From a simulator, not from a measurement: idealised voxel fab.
The following process module bears the name voxel released beams.
FYI the section here is cut, 215 nm wide, cells are 5 nm squares.
A cross-section in this document is a grid of square cells, and it is written down as bands, the top band listed before the ones below it; a band is made up of one or more rows of cells.
A band entry consists of two parts. The first gives the height of the band's top and the height of its bottom, in nm. The rest lists the band's materials from left to right, each with its width in nm. A single material labelled with the word "full width" fills the band from edge to edge, and the word "blank" marks empty space.
The level at which height equals 0 is the one under which the wafer, as it arrives, is entirely one material. No lower edge exists for the bottom band, which continues downward and is notated as in "from 0 down".
The expression "30->40" gives the width at the extremes of the band, the first number at its top row of cells and the second at its bottom row, with the width changing by equal amounts from each row to the next in between.
"no change", as given for a step, is the statement that not any cell of the cross-section underwent a change during that step.
In "Sealed voids" the enclosed voids are listed, meaning empty spaces of 8 cells or larger without any opening to the top. The form is width x height at distance, distance from the left edge, units nm.
On a step's line, text after the settings is the simulator commenting on that step.
If you see "overlay nm" on a step's line and that step has a mask, it's telling you how far right of where it was planned the mask ended up; a negative number means it went left instead.
### The process steps that were planned are listed below
1. RECEIVE | material Si
2. CONFORMAL_DEP | material Al2O3 | thk nm 5
3. DIRECTIONAL_DEP | material SiO2 | thk nm 10
4. PATTERN | tone open | mask id ANCHOR | material resist | width nm 45 | thk nm 20 | overlay nm 0
5. DIRECTIONAL_ETCH | etch materials SiO2 | depth nm 10
6. STRIP | etch materials resist
7. CONFORMAL_DEP | material W | thk nm 15
8. MASKED_ETCH | tone cover | mask id BEAM | width nm 130 | etch materials W | depth nm 15 | overlay nm 0
9. STRIP | etch materials SiO2
### The first of a set of two wafers, run to plan
### Here's what the wafer looked like in cross-section when it arrived - that's after step 1
> from 0 down = Si full width
> Sealed voids: none
### After step 2, in cross-section
> from 5 to 0 = Al2O3 full width
> Everything under 0 stays put, no change at all.
### After step 3, in cross-section
> from 15 to 5 = SiO2 full width
> Everything under 5 stays put, no change at all.
### After step 4, in cross-section
> from 35 to 15 = 45 of resist  45 of blank  125 of resist
> Everything under 15 stays put, no change at all.
### After step 5, in cross-section
> from 35 to 15 = 45 of resist  45 of blank  125 of resist
> from 15 to 5 = 45 of SiO2  45 of blank  125 of SiO2
> Everything under 5 stays put, no change at all.
### After step 6, in cross-section
> from 15 to 5 = 45 of SiO2  45 of blank  125 of SiO2
> Everything under 5 stays put, no change at all.
### After step 7, in cross-section
> from 30 to 20 = 60 of W  15 of blank  140 of W
> from 20 to 15 = W full width
> from 15 to 5 = 45 of SiO2  45 of W  125 of SiO2
> Everything under 5 stays put, no change at all.
### After step 8, in cross-section
> from 30 to 20 = 40 of blank  20 of W  15 of blank  95 of W  45 of blank
> from 20 to 15 = 40 of blank  130 of W  45 of blank
> Everything under 15 stays put, no change at all.
### After step 9, in cross-section
> from 30 to 20 = 40 of blank  20 of W  15 of blank  95 of W  45 of blank
> from 20 to 15 = 40 of blank  130 of W  45 of blank
> from 15 to 5 = 45 of blank  45 of W  125 of blank
> Everything under 5 stays put, no change at all.
### The second wafer: identical to the first at the outset and in its planned sequence, differing only in that one mistake was made during processing; up to and including step 6, its path is the first wafer's path
### Second wafer shown in cross-section at the time step 7 was slated to end
> from 45 to 15 = W full width
> from 15 to 5 = 45 of SiO2  45 of W  125 of SiO2
> Everything under 5 stays put, no change at all.
### Second wafer shown in cross-section at the time step 8 was slated to end
> from 45 to 30 = 40 of blank  130 of W  45 of blank
> Everything under 30 stays put, no change at all.
Second wafer shown in cross-section at the time step 9 was slated to end: no change
What was the processing mistake? twice over, step 7 of the plan was run
The closing comparison, in cells, has the second wafer with more or fewer of some materials than the first: 68 more of SiO2; 135 more of W
